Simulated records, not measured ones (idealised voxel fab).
The following is a process module called voxel capacitor over wiring.
The width of the displayed cross-section, cut, is 240 nm; its cells are square, with a size of 5 nm.
This document writes a cross-section as a grid whose cells are square, and gives it as bands, listed from the top down; one or more rows of cells form a band.
Per band: top height and bottom height in nm, followed by the left-to-right materials and their widths in nm; "everywhere" marks a single material spanning edge to edge, "empty" marks empty space.
We count height from 0. Below that, the starting wafer is all one material. The lowest band never ends at the bottom but goes on down; see "z 0 and below" for how that is written.
So if you see something like "30->40" for the width, read it as the top row of the band sitting at the first number and the bottom row at the second, with every row in between moving by the same amount as the last.
"remains unaltered" -> step changed no cross-section cell.
"Trapped void list" specifies each empty space that is not open to the top and that occupies no fewer than 8 cells, using the form width x height at distance, the distance measured from the left edge and all three quantities in nm.
It should be noted that, on the line of a given step, the content following the step's settings is a remark produced by the simulator itself with respect to that step.
overlay nm: step with mask; distance mask lay right of planned place; negative value = left of planned place.
# Planned step list for the process
1: RECEIVE (material Si)
2: CONFORMAL_DEP (material SiO2; thk nm 10)
3: DIRECTIONAL_DEP (material TiN; thk nm 5)
4: DIRECTIONAL_DEP (material Ru; thk nm 15)
5: DIRECTIONAL_DEP (material aC; thk nm 15)
6: PATTERN (tone cover; mask id METAL_1; material resist; width nm 30; pitch nm 85; thk nm 35; overlay nm 0)
7: DIRECTIONAL_ETCH (etch materials aC; depth nm 15)
8: STRIP (etch materials resist)
9: DIRECTIONAL_ETCH (etch materials Ru; depth nm 15)
10: DIRECTIONAL_ETCH (etch materials TiN; depth nm 5)
11: STRIP (etch materials aC)
12: CONFORMAL_DEP (material SiCN; thk nm 5)
13: FILL_DEP (material lowk; thk nm 5)
14: CMP (height nm 30)
15: CONFORMAL_DEP (material SiCN; thk nm 5)
16: DIRECTIONAL_DEP (material SiO2; thk nm 20)
17: MASKED_ETCH (tone open; mask id PLUG_1; width nm 15; etch materials SiO2; depth nm 20; overlay nm 0)
18: MASKED_ETCH (tone open; mask id PLUG_1; width nm 15; etch materials SiCN; depth nm 5; overlay nm 0)
19: EPI (material Ru; thk nm 10)
20: EPI (material Ru; thk nm 10)
21: EPI (material Ru; thk nm 5)
22: DIRECTIONAL_DEP (material TiN; thk nm 10)
23: DIRECTIONAL_DEP (material Al2O3; thk nm 5)
24: DIRECTIONAL_DEP (material TiN; thk nm 10)
25: DIRECTIONAL_DEP (material aC; thk nm 15)
26: PATTERN (tone cover; mask id UPPER_PLATE; material resist; width nm 50; thk nm 30; overlay nm 0)
27: DIRECTIONAL_ETCH (etch materials aC; depth nm 15)
28: STRIP (etch materials resist)
29: DIRECTIONAL_ETCH (etch materials TiN; depth nm 10)
30: DIRECTIONAL_ETCH (etch materials Al2O3; depth nm 5)
31: STRIP (etch materials aC)
32: PATTERN (tone cover; mask id LOWER_PLATE; material resist; width nm 70; thk nm 15; overlay nm 0)
33: DIRECTIONAL_ETCH (etch materials TiN; depth nm 10)
34: STRIP (etch materials resist)
35: FILL_DEP (material SiO2; thk nm 15)
36: CMP (height nm 90)
37: PATTERN (tone open; mask id PLUG_2; material resist; width nm 15; thk nm 20; overlay nm 0)
38: DIRECTIONAL_ETCH (etch materials SiO2; depth nm 10)
39: STRIP (etch materials resist)
40: CONFORMAL_DEP (material TiN; thk nm 5)
41: FILL_DEP (material W; thk nm 10)
42: CMP (height nm 90)
43: CONFORMAL_DEP (material SiN; thk nm 5)
What sets these wafers apart? The width nm at step 26. They all start alike, and the plan carries the first wafer's value.
# Cross-section of the first of several wafers as received (after step 1)
  z 0 and below  Si everywhere
  Trapped void list: none
# Basically each wafer gets a line in the table, showing it at the end of the module: material by material, the cells it gained (+) or lost (-) since we got it, then its closed voids
width nm 50; +10 Al2O3; +51 Ru; +93 SiCN; +48 SiN; +548 SiO2; +65 TiN; +1 W; +96 lowk; Trapped void list: none
width nm 55; +11 Al2O3; +51 Ru; +93 SiCN; +48 SiN; +545 SiO2; +67 TiN; +1 W; +96 lowk; Trapped void list: none
width nm 60; +12 Al2O3; +51 Ru; +93 SiCN; +48 SiN; +542 SiO2; +69 TiN; +1 W; +96 lowk; Trapped void list: none
width nm 65; +13 Al2O3; +51 Ru; +93 SiCN; +48 SiN; +539 SiO2; +71 TiN; +1 W; +96 lowk; Trapped void list: none
width nm 70; +14 Al2O3; +51 Ru; +93 SiCN; +48 SiN; +536 SiO2; +73 TiN; +1 W; +96 lowk; Trapped void list: none
width nm 75; +15 Al2O3; +51 Ru; +93 SiCN; +48 SiN; +533 SiO2; +75 TiN; +1 W; +96 lowk; Trapped void list: none
